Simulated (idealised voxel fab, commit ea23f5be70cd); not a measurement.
This is a process module. Its name is voxel wiring stack.
Shown is cross-section cut, with a width of 195 nm and square cells of size 5 nm.
If you're reading a cross-section in this doc, picture square cells in a grid; it comes to you as bands, top ones listed first down to the bottom, and a band can be one or more rows of cells.
Each band's line starts with the height of the band's top and of its bottom, in nm. Then come its materials from left to right, each with its width in nm. One material with "throughout" fills the band from edge to edge. "empty" is empty space.
Height 0 is the level under which the wafer as received is all one material. The lowest band goes on downwards, as in "0..down".
When a width is written as two numbers, as in "30 to 40", the first number is the width in the top row of cells of the band and the second is the width in its bottom row, and the width changes by the same amount from each row to the next.
Take "no modifications" at face value: in the step it is given for, the cross-section changed in none of its cells.
The list in "Enclosed void list" covers empty spaces of 8 cells or more that cannot reach the top through any open way, and it gives each as width x height at distance; the distance is from the left edge, and width, height and distance are in nm.
Post-settings text on a step line: simulator's own remark regarding the step.
Each step line may optionally specify "overlay nm", which for a step with a mask gives the rightward distance between the mask's planned place and where it lay, a negative value indicating the leftward direction.
The remainder of this document consists of a sequence of paired cross-sections. Each pair presents the cross-section prior to one process step together with the cross-section following it, the latter being rendered only as deep as the lowest band that underwent change. The intervening step, together with its settings, is stated beneath each pair. Because the pairs may originate from different runs of this module on the same starting wafer, a given pair is to be read as continuing from the preceding pair only where its entry headed "Snapshot before" so indicates.

-- Snapshot before
- 60..55 | 15 SiO2; 15 empty; 75 SiO2; 15 empty; 75 SiO2
- 55..50 | 15 SiO2; 15 Ru; 75 SiO2; 15 Ru; 75 SiO2
- 50..45 | 20 SiCN; 10 Ru; 80 SiCN; 10 Ru; 75 SiCN
- 45..20 | 15 lowk; 5 TiN; 15 Cu; 5 TiN; 20 lowk; 5 TiN; 15 Cu; 5 TiN; 20 lowk; 5 TiN; 15 Cu; 5 TiN; 20 lowk; 5 TiN; 15 Cu; 5 TiN; 20 lowk
- 20..15 | 15 SiN; 25 TiN; 20 SiN; 25 TiN; 20 SiN; 25 TiN; 20 SiN; 25 TiN; 20 SiN
- 15..0 | SiO2 throughout
- 0..down | Si throughout
- Enclosed void list: none

-- State After Step
- 60..50 | 15 SiO2; 15 Ru; 75 SiO2; 15 Ru; 75 SiO2
- At heights below 50, the structure remains unaltered.
- Enclosed void list: none
Looking at the two cross-sections above, the step in the middle is EPI (material Ru; thk nm 5)

Snapshot before: unchanged from the after cross-section in the pair immediately above; refer to that figure.

-- State After Step
- 65..60 | SiN throughout
- At heights below 60, the structure remains unaltered.
- Enclosed void list: none
Looking at the two cross-sections above, the step in the middle is CONFORMAL_DEP (material SiN; thk nm 5)

Snapshot before: unchanged from the after cross-section in the pair immediately above; refer to that figure.

-- State After Step
- 80..65 | lowk throughout
- At heights below 65, the structure remains unaltered.
- Enclosed void list: none
Looking at the two cross-sections above, the step in the middle is DIRECTIONAL_DEP (material lowk; thk nm 15)

Snapshot before: unchanged from the after cross-section in the pair immediately above; refer to that figure.

-- State After Step
- 95..80 | 15 resist; 25 empty; 20 resist; 25 empty; 20 resist; 25 empty; 20 resist; 25 empty; 20 resist
- At heights below 80, the structure remains unaltered.
- Enclosed void list: none
Looking at the two cross-sections above, the step in the middle is PATTERN (tone open; mask id METAL_2; material resist; width nm 25; pitch nm 45; thk nm 15; overlay nm 0)

Snapshot before: unchanged from the after cross-section in the pair immediately above; refer to that figure.

-- State After Step
- 95..80 | 15 resist; 25 empty; 20 resist; 25 empty; 20 resist; 25 empty; 20 resist; 25 empty; 20 resist
- 80..65 | 15 lowk; 25 empty; 20 lowk; 25 empty; 20 lowk; 25 empty; 20 lowk; 25 empty; 20 lowk
- At heights below 65, the structure remains unaltered.
- Enclosed void list: none
Looking at the two cross-sections above, the step in the middle is DIRECTIONAL_ETCH (etch materials lowk; depth nm 15)

Snapshot before: unchanged from the after cross-section in the pair immediately above; refer to that figure.

-- State After Step
- 95..80 | 15 resist; 25 empty; 20 resist; 25 empty; 20 resist; 25 empty; 20 resist; 25 empty; 20 resist
- 80..65 | 15 lowk; 25 empty; 20 lowk; 25 empty; 20 lowk; 25 empty; 20 lowk; 25 empty; 20 lowk
- 65..60 | 15 SiN; 25 empty; 20 SiN; 25 empty; 20 SiN; 25 empty; 20 SiN; 25 empty; 20 SiN
- At heights below 60, the structure remains unaltered.
- Enclosed void list: none
Looking at the two cross-sections above, the step in the middle is DIRECTIONAL_ETCH (etch materials SiN; depth nm 5)

Snapshot before: unchanged from the after cross-section in the pair immediately above; refer to that figure.

-- State After Step
- 80..65 | 15 lowk; 25 empty; 20 lowk; 25 empty; 20 lowk; 25 empty; 20 lowk; 25 empty; 20 lowk
- At heights below 65, the structure remains unaltered.
- Enclosed void list: none
Looking at the two cross-sections above, the step in the middle is STRIP (etch materials resist)

Snapshot before: unchanged from the after cross-section in the pair immediately above; refer to that figure.

-- State After Step
- 85..80 | 20 TiN; 15 empty; 30 TiN; 15 empty; 30 TiN; 15 empty; 30 TiN; 15 empty; 25 TiN
- 80..65 | 15 lowk; 5 TiN; 15 empty; 5 TiN; 20 lowk; 5 TiN; 15 empty; 5 TiN; 20 lowk; 5 TiN; 15 empty; 5 TiN; 20 lowk; 5 TiN; 15 empty; 5 TiN; 20 lowk
- 65..60 | 15 SiN; 25 TiN; 20 SiN; 25 TiN; 20 SiN; 25 TiN; 20 SiN; 25 TiN; 20 SiN
- At heights below 60, the structure remains unaltered.
- Enclosed void list: none
Looking at the two cross-sections above, the step in the middle is CONFORMAL_DEP (material TiN; thk nm 5)

Snapshot before: unchanged from the after cross-section in the pair immediately above; refer to that figure.

-- State After Step
- 90..85 | Cu throughout
- 85..80 | 20 TiN; 15 Cu; 30 TiN; 15 Cu; 30 TiN; 15 Cu; 30 TiN; 15 Cu; 25 TiN
- 80..65 | 15 lowk; 5 TiN; 15 Cu; 5 TiN; 20 lowk; 5 TiN; 15 Cu; 5 TiN; 20 lowk; 5 TiN; 15 Cu; 5 TiN; 20 lowk; 5 TiN; 15 Cu; 5 TiN; 20 lowk
- At heights below 65, the structure remains unaltered.
- Enclosed void list: none
Looking at the two cross-sections above, the step in the middle is FILL_DEP (material Cu; thk nm 5)

Snapshot before: unchanged from the after cross-section in the pair immediately above; refer to that figure.

-- State After Step
- 80..65 | 15 lowk; 5 TiN; 15 Cu; 5 TiN; 20 lowk; 5 TiN; 15 Cu; 5 TiN; 20 lowk; 5 TiN; 15 Cu; 5 TiN; 20 lowk; 5 TiN; 15 Cu; 5 TiN; 20 lowk
- At heights below 65, the structure remains unaltered.
- Enclosed void list: none
Looking at the two cross-sections above, the step in the middle is CMP (height nm 80)

Snapshot before: unchanged from the after cross-section in the pair immediately above; refer to that figure.

-- State After Step
- 85..80 | SiCN throughout
- At heights below 80, the structure remains unaltered.
- Enclosed void list: none
Looking at the two cross-sections above, the step in the middle is CONFORMAL_DEP (material SiCN; thk nm 5)

-- Snapshot before
- 80..65 | 15 lowk; 5 TiN; 15 Cu; 5 TiN; 20 lowk; 5 TiN; 15 Cu; 5 TiN; 20 lowk; 5 TiN; 15 Cu; 5 TiN; 20 lowk; 5 TiN; 15 Cu; 5 TiN; 20 lowk
- 65..60 | 15 SiN; 25 TiN; 20 SiN; 25 TiN; 20 SiN; 25 TiN; 20 SiN; 25 TiN; 20 SiN
- 60..50 | 15 SiO2; 15 Ru; 75 SiO2; 15 Ru; 75 SiO2
- 50..45 | 15 SiCN; 15 Ru; 75 SiCN; 15 Ru; 75 SiCN
- 45..20 | 15 lowk; 5 TiN; 15 Cu; 5 TiN; 20 lowk; 5 TiN; 15 Cu; 5 TiN; 20 lowk; 5 TiN; 15 Cu; 5 TiN; 20 lowk; 5 TiN; 15 Cu; 5 TiN; 20 lowk
- 20..15 | 15 SiN; 25 TiN; 20 SiN; 25 TiN; 20 SiN; 25 TiN; 20 SiN; 25 TiN; 20 SiN
- 15..0 | SiO2 throughout
- 0..down | Si throughout
- Enclosed void list: none

-- State After Step
- 85..80 | Cu throughout
- At heights below 80, the structure remains unaltered.
- Enclosed void list: none
Looking at the two cross-sections above, the step in the middle is CONFORMAL_DEP (material Cu; thk nm 5)

-- Snapshot before
- 60..50 | SiO2 throughout
- 50..45 | SiCN throughout
- 45..20 | 15 lowk; 5 TiN; 15 Cu; 5 TiN; 20 lowk; 5 TiN; 15 Cu; 5 TiN; 20 lowk; 5 TiN; 15 Cu; 5 TiN; 20 lowk; 5 TiN; 15 Cu; 5 TiN; 20 lowk
- 20..15 | 15 SiN; 25 TiN; 20 SiN; 25 TiN; 20 SiN; 25 TiN; 20 SiN; 25 TiN; 20 SiN
- 15..0 | SiO2 throughout
- 0..down | Si throughout
- Enclosed void list: none

-- State After Step
- 60..50 | 15 empty; 15 SiO2; 75 empty; 15 SiO2; 75 empty
- At heights below 50, the structure remains unaltered.
- Enclosed void list: none
Looking at the two cross-sections above, the step in the middle is MASKED_ETCH (tone cover; mask id PLUG_1; width nm 15; pitch nm 90; etch materials SiO2; depth nm 10; overlay nm 0)

Snapshot before: unchanged from the after cross-section in the pair immediately above; refer to that figure.

-- State After Step
- 65..60 | 10 empty; 25 SiN; 65 empty; 25 SiN; 70 empty
- 60..55 | 10 empty; 5 SiN; 15 SiO2; 5 SiN; 65 empty; 5 SiN; 15 SiO2; 5 SiN; 70 empty
- 55..50 | 15 SiN; 15 SiO2; 75 SiN; 15 SiO2; 75 SiN
- At heights below 50, the structure remains unaltered.
- Enclosed void list: none
Looking at the two cross-sections above, the step in the middle is CONFORMAL_DEP (material SiN; thk nm 5)

Snapshot before: unchanged from the after cross-section in the pair immediately above; refer to that figure.

-- State After Step
- 80..70 | 10 empty; 25 lowk; 65 empty; 25 lowk; 70 empty
- 70..65 | lowk throughout
- 65..60 | 10 lowk; 25 SiN; 65 lowk; 25 SiN; 70 lowk
- 60..55 | 10 lowk; 5 SiN; 15 SiO2; 5 SiN; 65 lowk; 5 SiN; 15 SiO2; 5 SiN; 70 lowk
- At heights below 55, the structure remains unaltered.
- Enclosed void list: none
Looking at the two cross-sections above, the step in the middle is DIRECTIONAL_DEP (material lowk; thk nm 15)

Snapshot before: unchanged from the after cross-section in the pair immediately above; refer to that figure.

-- State After Step
- 95..80 | 15 resist; 25 empty; 20 resist; 25 empty; 20 resist; 25 empty; 20 resist; 25 empty; 20 resist
- 80..70 | 10 resist; 25 lowk; 5 empty; 20 resist; 25 empty; 15 resist; 25 lowk; 5 empty; 20 resist; 25 empty; 20 resist
- At heights below 70, the structure remains unaltered.
- Enclosed void list: none
Looking at the two cross-sections above, the step in the middle is PATTERN (tone open; mask id METAL_2; material resist; width nm 25; pitch nm 45; thk nm 15; overlay nm 0)

Snapshot before: unchanged from the after cross-section in the pair immediately above; refer to that figure.

-- State After Step
- 95..80 | 15 resist; 25 empty; 20 resist; 25 empty; 20 resist; 25 empty; 20 resist; 25 empty; 20 resist
- 80..70 | 10 resist; 5 lowk; 25 empty; 20 resist; 25 empty; 15 resist; 5 lowk; 25 empty; 20 resist; 25 empty; 20 resist
- 70..65 | 15 lowk; 25 empty; 20 lowk; 25 empty; 20 lowk; 25 empty; 20 lowk; 25 empty; 20 lowk
- 65..60 | 10 lowk; 25 SiN; 5 empty; 20 lowk; 25 empty; 15 lowk; 25 SiN; 5 empty; 20 lowk; 25 empty; 20 lowk
- 60..55 | 10 lowk; 5 SiN; 15 SiO2; 5 SiN; 5 empty; 20 lowk; 25 empty; 15 lowk; 5 SiN; 15 SiO2; 5 SiN; 5 empty; 20 lowk; 25 empty; 20 lowk
- At heights below 55, the structure remains unaltered.
- Enclosed void list: none
Looking at the two cross-sections above, the step in the middle is DIRECTIONAL_ETCH (etch materials lowk; depth nm 15)

Snapshot before: unchanged from the after cross-section in the pair immediately above; refer to that figure.

-- State After Step
- 95..80 | 15 resist; 25 empty; 20 resist; 25 empty; 20 resist; 25 empty; 20 resist; 25 empty; 20 resist
- 80..70 | 10 resist; 5 lowk; 25 empty; 20 resist; 25 empty; 15 resist; 5 lowk; 25 empty; 20 resist; 25 empty; 20 resist
- 70..65 | 15 lowk; 25 empty; 20 lowk; 25 empty; 20 lowk; 25 empty; 20 lowk; 25 empty; 20 lowk
- 65..60 | 10 lowk; 5 SiN; 25 empty; 20 lowk; 25 empty; 15 lowk; 5 SiN; 25 empty; 20 lowk; 25 empty; 20 lowk
- 60..55 | 10 lowk; 5 SiN; 15 SiO2; 5 SiN; 5 empty; 20 lowk; 25 empty; 15 lowk; 5 SiN; 15 SiO2; 5 SiN; 5 empty; 20 lowk; 25 empty; 20 lowk
- 55..50 | 15 SiN; 15 SiO2; 5 SiN; 5 empty; 20 SiN; 25 empty; 20 SiN; 15 SiO2; 5 SiN; 5 empty; 20 SiN; 25 empty; 20 SiN
- At heights below 50, the structure remains unaltered.
- Enclosed void list: none
Looking at the two cross-sections above, the step in the middle is DIRECTIONAL_ETCH (etch materials SiN; depth nm 5)

Snapshot before: unchanged from the after cross-section in the pair immediately above; refer to that figure.

-- State After Step
- 80..70 | 10 empty; 5 lowk; 85 empty; 5 lowk; 90 empty
- At heights below 70, the structure remains unaltered.
- Enclosed void list: none
Looking at the two cross-sections above, the step in the middle is STRIP (etch materials resist)

Snapshot before: unchanged from the after cross-section in the pair immediately above; refer to that figure.

-- State After Step
- 85..80 | 5 empty; 15 TiN; 75 empty; 15 TiN; 85 empty
- 80..75 | 5 empty; 5 TiN; 5 lowk; 5 TiN; 75 empty; 5 TiN; 5 lowk; 5 TiN; 85 empty
- 75..70 | 10 TiN; 5 lowk; 5 TiN; 15 empty; 30 TiN; 15 empty; 20 TiN; 5 lowk; 5 TiN; 15 empty; 30 TiN; 15 empty; 25 TiN
- 70..65 | 15 lowk; 5 TiN; 15 empty; 5 TiN; 20 lowk; 5 TiN; 15 empty; 5 TiN; 20 lowk; 5 TiN; 15 empty; 5 TiN; 20 lowk; 5 TiN; 15 empty; 5 TiN; 20 lowk
- 65..60 | 10 lowk; 5 SiN; 25 TiN; 20 lowk; 5 TiN; 15 empty; 5 TiN; 15 lowk; 5 SiN; 25 TiN; 20 lowk; 5 TiN; 15 empty; 5 TiN; 20 lowk
- 60..55 | 10 lowk; 5 SiN; 15 SiO2; 5 SiN; 5 TiN; 20 lowk; 5 TiN; 15 empty; 5 TiN; 15 lowk; 5 SiN; 15 SiO2; 5 SiN; 5 TiN; 20 lowk; 5 TiN; 15 empty; 5 TiN; 20 lowk
- 55..50 | 15 SiN; 15 SiO2; 5 SiN; 5 TiN; 20 SiN; 25 TiN; 20 SiN; 15 SiO2; 5 SiN; 5 TiN; 20 SiN; 25 TiN; 20 SiN
- At heights below 50, the structure remains unaltered.
- Enclosed void list: none
Looking at the two cross-sections above, the step in the middle is CONFORMAL_DEP (material TiN; thk nm 5)

Snapshot before: unchanged from the after cross-section in the pair immediately above; refer to that figure.

-- State After Step
- 90..85 | Cu throughout
- 85..80 | 5 Cu; 15 TiN; 75 Cu; 15 TiN; 85 Cu
- 80..75 | 5 Cu; 5 TiN; 5 lowk; 5 TiN; 75 Cu; 5 TiN; 5 lowk; 5 TiN; 85 Cu
- 75..70 | 10 TiN; 5 lowk; 5 TiN; 15 Cu; 30 TiN; 15 Cu; 20 TiN; 5 lowk; 5 TiN; 15 Cu; 30 TiN; 15 Cu; 25 TiN
- 70..65 | 15 lowk; 5 TiN; 15 Cu; 5 TiN; 20 lowk; 5 TiN; 15 Cu; 5 TiN; 20 lowk; 5 TiN; 15 Cu; 5 TiN; 20 lowk; 5 TiN; 15 Cu; 5 TiN; 20 lowk
- 65..60 | 10 lowk; 5 SiN; 25 TiN; 20 lowk; 5 TiN; 15 Cu; 5 TiN; 15 lowk; 5 SiN; 25 TiN; 20 lowk; 5 TiN; 15 Cu; 5 TiN; 20 lowk
- 60..55 | 10 lowk; 5 SiN; 15 SiO2; 5 SiN; 5 TiN; 20 lowk; 5 TiN; 15 Cu; 5 TiN; 15 lowk; 5 SiN; 15 SiO2; 5 SiN; 5 TiN; 20 lowk; 5 TiN; 15 Cu; 5 TiN; 20 lowk
- At heights below 55, the structure remains unaltered.
- Enclosed void list: none
Looking at the two cross-sections above, the step in the middle is FILL_DEP (material Cu; thk nm 5)

Snapshot before: unchanged from the after cross-section in the pair immediately above; refer to that figure.

-- State After Step
- 80..75 | 5 Cu; 5 TiN; 5 lowk; 5 TiN; 75 Cu; 5 TiN; 5 lowk; 5 TiN; 85 Cu
- At heights below 75, the structure remains unaltered.
- Enclosed void list: none
Looking at the two cross-sections above, the step in the middle is CMP (height nm 80)

Snapshot before: unchanged from the after cross-section in the pair immediately above; refer to that figure.

-- State After Step
- 85..80 | SiCN throughout
- At heights below 80, the structure remains unaltered.
- Enclosed void list: none
Looking at the two cross-sections above, the step in the middle is CONFORMAL_DEP (material SiCN; thk nm 5)
